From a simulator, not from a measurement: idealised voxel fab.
A process module follows: voxel gate over fins.
Pictured: cross-section cut, 300 nm wide, on a grid of 5 nm square cells.
For the purposes of this document, a cross-section shall be understood as a grid of square cells, specified as bands listed in top-to-bottom order, each band consisting of one or more rows of cells. Look at the band entry: it leads with the top's height and the bottom's height in nm. Then it lists the materials left to right, with a width in nm for each. The word "everywhere" on a single material says that material fills the band edge to edge. The word "air" is empty space. Note: height 0 marks the level under which the wafer is uniformly one material as received. Lowest band unbounded below, written "z 0 and below". Width: "30..40" (first number = top row, second number = bottom row, same change from row to row of cells). "nothing changed" -> step changed no cross-section cell. For the entry "Sealed void listing", the listed items are empty spaces with no open way to the top whose size is 8 cells or more; each item follows the pattern width x height at distance, where distance is from the left edge and all three are in nm. The remark found on a step's line after its settings is issued by the simulator itself and pertains to that step. Regarding "overlay nm": on a step with a mask, it is the distance the mask lay to the right of its planned place; a negative value places it to the left.

The process steps that were planned are listed below:
1) op RECEIVE | material Si
2) op CONFORMAL_DEP | material SiN | thk nm 5
3) op MASKED_ETCH | tone cover | mask id FINS | width nm 15 | pitch nm 45 | etch materials SiN | depth nm 5 | overlay nm 0
4) op MASKED_ETCH | tone cover | mask id FINS | width nm 15 | pitch nm 45 | etch materials Si | depth nm 35 | overlay nm 0
5) op FILL_DEP | material SiO2 | thk nm 5
6) op CMP | height nm 5
7) op SELECTIVE_ETCH | etch materials SiO2 | depth nm 20
8) op STRIP | etch materials SiN
9) op CONFORMAL_DEP | material HfO2 | thk nm 5
10) op CONFORMAL_DEP | material TiN | thk nm 5
11) op CONFORMAL_DEP | material TiAl | thk nm 5
12) op CONFORMAL_DEP | material TiN | thk nm 5
13) op FILL_DEP | material W | thk nm 10
14) op CMP | height nm 25
15) op CONFORMAL_DEP | material SiCN | thk nm 5

Wafer at receipt (post step 1), cross-section:
    z 0 and below | Si everywhere
    Sealed void listing: none

Cross-sectional view of the first of the two wafers upon completion of the module, processed in accordance with the plan:
    z 30 to 25 | SiCN everywhere
    z 25 to 20 | W everywhere
    z 20 to 15 | W (100)  TiN (100)  W (100)
    z 15 to 10 | W (100)  TiN (5)  TiAl (90)  TiN (5)  W (100)
    z 10 to 5 | W (100)  TiN (5)  TiAl (5)  TiN (35)  TiAl (10)  TiN (35)  TiAl (5)  TiN (5)  W (100)
    z 5 to 0 | TiN (105)  TiAl (5)  TiN (5)  HfO2 (25)  TiN (5)  TiAl (10)  TiN (5)  HfO2 (25)  TiN (5)  TiAl (5)  TiN (105)
    z 0 to -5 | TiAl (110)  TiN (5)  HfO2 (5)  Si (15)  HfO2 (5)  TiN (5)  TiAl (10)  TiN (5)  HfO2 (5)  Si (15)  HfO2 (5)  TiN (5)  TiAl (110)
    z -5 to -10 | TiN (115)  HfO2 (5)  Si (15)  HfO2 (5)  TiN (20)  HfO2 (5)  Si (15)  HfO2 (5)  TiN (115)
    z -10 to -15 | HfO2 (120)  Si (15)  HfO2 (30)  Si (15)  HfO2 (120)
    z -15 to -35 | SiO2 (120)  Si (15)  SiO2 (30)  Si (15)  SiO2 (120)
    z -35 and below | Si everywhere
    Sealed void listing: none

Cross-section, wafer two of two, end of module: same start and plan as wafer one, one error in execution:
    z 30 to 25 | SiCN everywhere
    z 25 to 15 | W everywhere
    z 15 to 10 | W (105)  TiN (90)  W (105)
    z 10 to 5 | W (105)  TiN (5)  TiAl (35)  TiN (10)  TiAl (35)  TiN (5)  W (105)
    z 5 to 0 | W (105)  TiN (5)  TiAl (5)  TiN (25)  TiAl (5)  TiN (10)  TiAl (5)  TiN (25)  TiAl (5)  TiN (5)  W (105)
    z 0 to -5 | TiN (110)  TiAl (5)  TiN (5)  Si (15)  TiN (5)  TiAl (5)  TiN (10)  TiAl (5)  TiN (5)  Si (15)  TiN (5)  TiAl (5)  TiN (110)
    z -5 to -10 | TiAl (115)  TiN (5)  Si (15)  TiN (5)  TiAl (20)  TiN (5)  Si (15)  TiN (5)  TiAl (115)
    z -10 to -15 | TiN (120)  Si (15)  TiN (30)  Si (15)  TiN (120)
    z -15 to -35 | SiO2 (120)  Si (15)  SiO2 (30)  Si (15)  SiO2 (120)
    z -35 and below | Si everywhere
    Sealed void listing: none
Misprocessing identified: step 9 of the plan was omitted and not executed
At the finish, the second wafer shows more or fewer cells for some materials than the first does: 72 fewer of HfO2 | 6 more of TiN | 66 more of W
